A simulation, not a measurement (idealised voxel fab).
Proc. module: voxel self aligned contacts
Shown is cross-section cut, with a width of 245 nm and square cells of size 5 nm.
Format of a cross-section: grid, square cells. Given as bands. Order: top down. Band: one or more rows of cells.
Top, bottom (nm), then materials left to right with widths (nm); lone material tagged "full width" fills the whole band edge to edge; "empty" = empty space.
It should be noted that heights are counted from 0, beneath which the wafer as supplied is of one material throughout, and that the lowest band possesses no lower boundary but continues downward, as written in "from 0 down".
So if you see something like "30 to 40" for the width, read it as the top row of the band sitting at the first number and the bottom row at the second, with every row in between moving by the same amount as the last.
Key: "everything unchanged" - step with no changed cell in the cross-section.
What "Trapped void list" gives you is every empty space of 8 cells or more that is cut off from the top. Each appears as width x height at distance, with the distance taken from the left edge and width, height and distance all in nm.
Anything after a step's settings on that line? It's the simulator's own note about the step.
The setting "overlay nm" may be written on the line of a step. When the step uses a mask, the value reports how far to the right of the planned place the mask lay, and a negative value reports that it lay to the left.

# So here's the lineup of process steps we planned
step 1: op RECEIVE | material Si
step 2: op CONFORMAL_DEP | material SiO2 | thk nm 5
step 3: op DIRECTIONAL_DEP | material polySi | thk nm 30
step 4: op DIRECTIONAL_DEP | material SiN | thk nm 20
step 5: op PATTERN | tone cover | mask id GATE | material resist | width nm 30 | pitch nm 70 | thk nm 20 | overlay nm 0
step 6: op DIRECTIONAL_ETCH | etch materials SiN | depth nm 20
step 7: op DIRECTIONAL_ETCH | etch materials polySi | depth nm 30
step 8: op STRIP | etch materials resist
step 9: op CONFORMAL_DEP | material SiN | thk nm 10
step 10: op DIRECTIONAL_ETCH | etch materials SiN | depth nm 10
step 11: op FILL_DEP | material SiO2 | thk nm 10
step 12: op CMP | height nm 60
step 13: op PATTERN | tone open | mask id CONTACT | material resist | width nm 50 | pitch nm 70 | thk nm 20 | overlay nm 0
step 14: op DIRECTIONAL_ETCH | etch materials SiO2 | depth nm 60
step 15: op STRIP | etch materials resist
step 16: op CONFORMAL_DEP | material TiN | thk nm 5
step 17: op FILL_DEP | material Ru | thk nm 5
step 18: op CMP | height nm 60
step 19: op CONFORMAL_DEP | material SiCN | thk nm 5

# Step 1 complete: cross-section of the wafer as received
	from 0 down  Si full width
	Trapped void list: none

# Sectioned view, first of two wafers, at the close of the module, processed as intended in the plan
	from 65 to 60  SiCN full width
	from 60 to 55  SiO2 60; TiN 20; Ru 10; TiN 20; SiO2 20; TiN 20; Ru 10; TiN 20; SiO2 65
	from 55 to 35  SiO2 25; SiN 50; TiN 5; Ru 10; TiN 5; SiN 50; TiN 5; Ru 10; TiN 5; SiN 50; SiO2 30
	from 35 to 5  SiO2 25; SiN 10; polySi 30; SiN 10; TiN 5; Ru 10; TiN 5; SiN 10; polySi 30; SiN 10; TiN 5; Ru 10; TiN 5; SiN 10; polySi 30; SiN 10; SiO2 30
	from 5 to 0  SiO2 75; TiN 20; SiO2 50; TiN 20; SiO2 80
	from 0 down  Si full width
	Trapped void list: none

# So this is wafer number two of the two, cut at the end of the module - it started where the first did and had the same plan, we just got one thing wrong running it
	from 65 to 60  SiCN full width
	from 60 to 55  Ru 20; TiN 40; SiO2 50; TiN 20; SiO2 50; TiN 40; Ru 25
	from 55 to 35  Ru 20; TiN 5; SiN 50; SiO2 20; SiN 50; SiO2 20; SiN 50; TiN 5; Ru 25
	from 35 to 5  Ru 20; TiN 5; SiN 10; polySi 30; SiN 10; SiO2 20; SiN 10; polySi 30; SiN 10; SiO2 20; SiN 10; polySi 30; SiN 10; TiN 5; Ru 25
	from 5 to 0  TiN 25; SiO2 190; TiN 30
	from 0 down  Si full width
	Trapped void list: none
So what did we get wrong on this run? it should be noted that step 13 was executed with settings other than those planned, the operation and settings actually applied being op PATTERN | tone cover | mask id CONTACT | material resist | width nm 50 | pitch nm 70 | thk nm 20 | overlay nm 0
Materials where the second wafer ends with more or fewer cells than the first: Ru +55, SiO2 -42, TiN -13
